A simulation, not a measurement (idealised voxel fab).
The process module presented herein is designated voxel quadruple lines.
Section shown: cut. Width: 170 nm. Cell size: 5 nm, square.
Cross-section format: a grid of square cells, given as bands from top to bottom; each band is one or more rows of cells. What a band's entry tells you: where the top is and where the bottom is, as heights in nm, and after that what lies inside, material by material from left to right, each with its width in nm. Empty space is written as the word "air", and a single material marked with the word "edge to edge" occupies the band from edge to edge. Ref level 0: as-received wafer is one material below here. Bottom band extends down with no lower bound ("0 -> down"). It should be noted that a width expressed as "30->40" varies in equal increments from row to row of cells within the band, taking the value of the first number at the top row and that of the second number at the bottom row. The designation "changes: none", where it is given for a processing step, indicates that no cell of the cross-section was altered in the course of that step. "closed voids" lists enclosed empty spaces (at least 8 cells, no open path upward to the top), each as width x height at distance from the left edge, in nm. If you see something after the settings on a step's line, that's the simulator's own remark about that step. You can add "overlay nm" to a step's line. For a step with a mask, it describes how far the mask lay to the right of its planned position, and a negative number describes a lay to the left.

This section lists the process steps that were planned:
1) RECEIVE: material Si
2) CONFORMAL_DEP: material Al2O3, thk nm 5
3) DIRECTIONAL_DEP: material W, thk nm 10
4) DIRECTIONAL_DEP: material polySi, thk nm 15
5) DIRECTIONAL_DEP: material aC, thk nm 20
6) PATTERN: tone cover, mask id MANDREL, material resist, width nm 20, pitch nm 60, thk nm 30, overlay nm 0
7) DIRECTIONAL_ETCH: etch materials aC, depth nm 20
8) STRIP: etch materials resist
9) CONFORMAL_DEP: material SiO2, thk nm 10
10) DIRECTIONAL_ETCH: etch materials SiO2, depth nm 10
11) STRIP: etch materials aC
12) DIRECTIONAL_ETCH: etch materials polySi, depth nm 15
13) STRIP: etch materials SiO2
14) CONFORMAL_DEP: material SiCN, thk nm 5
15) DIRECTIONAL_ETCH: etch materials SiCN, depth nm 5
16) STRIP: etch materials polySi
17) DIRECTIONAL_ETCH: etch materials W, depth nm 10
18) STRIP: etch materials SiCN
19) FILL_DEP: material SiO2, thk nm 10
20) CMP: height nm 15

Incoming wafer in cross-section (state: after step 1):
> 0 -> down: Si edge to edge
> closed voids: none

The following cross-section depicts the wafer upon conclusion of the module. Processing commenced from the starting condition illustrated above and adhered to the plan illustrated above, save for one mistake in execution:
> 15 -> 5: 30 nm Al2O3, 5 nm W, 10 nm Al2O3, 5 nm W, 10 nm Al2O3, 5 nm W, 10 nm Al2O3, 5 nm W, 10 nm Al2O3, 5 nm W, 10 nm Al2O3, 5 nm W, 10 nm Al2O3, 5 nm W, 10 nm Al2O3, 5 nm W, 30 nm Al2O3
> 5 -> 0: Al2O3 edge to edge
> 0 -> down: Si edge to edge
> closed voids: none
what went wrong: note that step 19 departed from the planned setting and was carried out as FILL_DEP: material Al2O3, thk nm 10
